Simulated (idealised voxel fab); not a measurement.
The document below concerns the process module designated voxel spacer lines.
The figure presents cross-section cut, which has a width of 205 nm and is divided into square cells with an edge length of 5 nm.
Just so we're on the same page, the cross-sections are grids of square cells, and they're listed out in bands top to bottom, each band one or more rows deep. It is stipulated that each band's entry specify, in nanometres, the height of the top of the band and then that of its bottom, followed by the materials of the band in left-to-right sequence, each together with its width in nanometres. A single material marked by the word "everywhere" is understood to fill the band from edge to edge; the word "empty" is understood to denote empty space. Beneath 0, the wafer as received is one material, and that level is where height counting begins. The lowest band goes on downward without a bottom; it is written like "0 -> down". The notation "30 to 40" denotes a width that varies across the rows of cells in the band, beginning at the first number in the top row, finishing at the second number in the bottom row, and changing by an identical amount from each row to the next. You'll sometimes find "remained unchanged" written for a step, and that's the way of saying that nowhere in the cross-section did a cell change during that step. Entry "Trapped voids". Content: empty spaces with no open connection to the top, size 8 cells or greater. Each: width x height at distance. Distance: from left edge. Unit: nm. On each step's line, the part that comes after the settings is the simulator's own comment on the step. The line of a step may include "overlay nm". On a step with a mask, this value is how far to the right of its planned place the mask lay. A negative value means the mask lay to the left.
Planned process steps:
1,RECEIVE with material Si
2,CONFORMAL_DEP with material Al2O3, thk nm 10
3,DIRECTIONAL_DEP with material SiN, thk nm 20
4,DIRECTIONAL_DEP with material polySi, thk nm 20
5,PATTERN with tone cover, mask id MANDREL, material resist, width nm 20, pitch nm 70, thk nm 30, overlay nm 0
6,DIRECTIONAL_ETCH with etch materials polySi, depth nm 20
7,STRIP with etch materials resist
8,CONFORMAL_DEP with material SiO2, thk nm 15
9,DIRECTIONAL_ETCH with etch materials SiO2, depth nm 15
10,STRIP with etch materials polySi
11,DIRECTIONAL_ETCH with etch materials SiN, depth nm 20
12,STRIP with etch materials SiO2
Delivered wafer in cross-section: state after step 1:
    0 -> down: Si everywhere
    Trapped voids: none
End-of-module cross-section of the first of two wafers, processed as planned:
    30 -> 10: empty: 5, then SiN: 15, then empty: 20, then SiN: 15, then empty: 20, then SiN: 15, then empty: 20, then SiN: 15, then empty: 20, then SiN: 15, then empty: 20, then SiN: 15, then empty: 10
    10 -> 0: Al2O3 everywhere
    0 -> down: Si everywhere
    Trapped voids: none
Wafer two, sectioned after the module: the first wafer's start, the first wafer's plan, and one mistake in how it was run:
    20 -> 0: empty: 5, then SiN: 15, then empty: 20, then SiN: 15, then empty: 20, then SiN: 15, then empty: 20, then SiN: 15, then empty: 20, then SiN: 15, then empty: 20, then SiN: 15, then empty: 10
    0 -> down: Si everywhere
    Trapped voids: none
Where did the run depart from the plan? step 2 was left out
Count the cells at the end and the second wafer has more or fewer of some materials than the first: Al2O3 -82
